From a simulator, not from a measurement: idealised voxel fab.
process module | voxel self aligned vias
The figure presents cross-section cut, which has a width of 140 nm and is divided into square cells with an edge length of 5 nm.
Throughout this document, each cross-section is represented as a grid of square cells and is presented as a sequence of bands enumerated from the top downward, where a band comprises one or more rows of cells.
Each band's line starts with the height of the band's top and of its bottom, in nm. Then come its materials from left to right, each with its width in nm. One material with "everywhere" fills the band from edge to edge. "blank" is empty space.
Heights are expressed relative to 0, this being the level below which the as-received wafer comprises one material exclusively. The lowest band is unbounded in the downward direction and is denoted as in "from 0 down".
Top row gets the first number, bottom row gets the second, and each row in between changes by the same step: that is how a band width like "30->40" works.
It should be understood that the words "same as before", when stated for a given step, signify that the cross-section underwent no change in any of its cells during that step.
"Voids lacking openings" enumerates empty spaces isolated from the top, with no open way to it, that contain at least 8 cells, giving each as width x height at distance from the left edge, all three in nm.
after a step's settings: what the simulator itself notes on the step
On any step carrying a mask, the "overlay nm" setting, if present on the step's line, tells how far right of its planned place the mask lay; negative values point to the left.
### Steps planned for the process
1. op RECEIVE | material Si
2. op CONFORMAL_DEP | material SiO2 | thk nm 10
3. op CONFORMAL_DEP | material SiCN | thk nm 5
4. op DIRECTIONAL_DEP | material lowk | thk nm 30
5. op PATTERN | tone open | mask id LINES | material resist | width nm 20 | pitch nm 45 | thk nm 20 | overlay nm 0
6. op DIRECTIONAL_ETCH | etch materials lowk | depth nm 30
7. op STRIP | etch materials resist
8. op CONFORMAL_DEP | material TiN | thk nm 5
9. op FILL_DEP | material W | thk nm 10
10. op CMP | height nm 45
11. op SELECTIVE_ETCH | etch materials W Ru TiN | depth nm 10
12. op FILL_DEP | material SiN | thk nm 5
13. op CMP | height nm 45
14. op DIRECTIONAL_DEP | material lowk | thk nm 20
15. op DIRECTIONAL_DEP | material aC | thk nm 10
16. op PATTERN | tone open | mask id VIAS | material resist | width nm 30 | pitch nm 45 | thk nm 25 | overlay nm 0
17. op DIRECTIONAL_ETCH | etch materials aC | depth nm 10
18. op STRIP | etch materials resist
19. op DIRECTIONAL_ETCH | etch materials lowk | depth nm 20
20. op DIRECTIONAL_ETCH | etch materials SiN | depth nm 10
21. op STRIP | etch materials aC
22. op CONFORMAL_DEP | material TiN | thk nm 5
23. op FILL_DEP | material Cu | thk nm 10
24. op CMP | height nm 65
25. op CONFORMAL_DEP | material SiCN | thk nm 5
### Cross-section of the wafer as it came to us, i.e., already through step 1
> from 0 down: Si everywhere
> Voids lacking openings: none
### Run as planned - first of the two wafers cross-sectioned at the end of the module
> from 70 to 65: SiCN everywhere
> from 65 to 50: 30 nm lowk / 5 nm TiN / 20 nm Cu / 5 nm TiN / 15 nm lowk / 5 nm TiN / 20 nm Cu / 5 nm TiN / 35 nm lowk
> from 50 to 40: 30->35 nm lowk / 10->5 nm TiN / 10 nm Cu / 10->5 nm TiN / 15->25 nm lowk / 10->5 nm TiN / 10 nm Cu / 10->5 nm TiN / 35->40 nm lowk
> from 40 to 35: 35 nm lowk / 20 nm TiN / 25 nm lowk / 20 nm TiN / 40 nm lowk
> from 35 to 20: 35 nm lowk / 5 nm TiN / 10 nm W / 5 nm TiN / 25 nm lowk / 5 nm TiN / 10 nm W / 5 nm TiN / 40 nm lowk
> from 20 to 15: 35 nm lowk / 20 nm TiN / 25 nm lowk / 20 nm TiN / 40 nm lowk
> from 15 to 10: SiCN everywhere
> from 10 to 0: SiO2 everywhere
> from 0 down: Si everywhere
> Voids lacking openings: none
### Cross-section, wafer two of two, end of module: same start and plan as wafer one, one error in execution
> from 70 to 65: SiCN everywhere
> from 65 to 40: 30 nm lowk / 5 nm TiN / 20 nm Cu / 5 nm TiN / 15 nm lowk / 5 nm TiN / 20 nm Cu / 5 nm TiN / 35 nm lowk
> from 40 to 35: 30 nm lowk / 30 nm TiN / 15 nm lowk / 30 nm TiN / 35 nm lowk
> from 35 to 20: 30 nm lowk / 5 nm TiN / 20 nm W / 5 nm TiN / 15 nm lowk / 5 nm TiN / 20 nm W / 5 nm TiN / 35 nm lowk
> from 20 to 15: 30 nm lowk / 30 nm TiN / 15 nm lowk / 30 nm TiN / 35 nm lowk
> from 15 to 10: SiCN everywhere
> from 10 to 0: SiO2 everywhere
> from 0 down: Si everywhere
> Voids lacking openings: none
Heads up, the wafer didn't run the way we planned it: planned and actual differ for step 5; actual: op PATTERN | tone open | mask id LINES | material resist | width nm 30 | pitch nm 45 | thk nm 20 | overlay nm 0
Final tally in cells, some materials are higher or lower on the second wafer than on the first: 8 more of Cu; 4 more of TiN; 12 more of W; 24 fewer of lowk
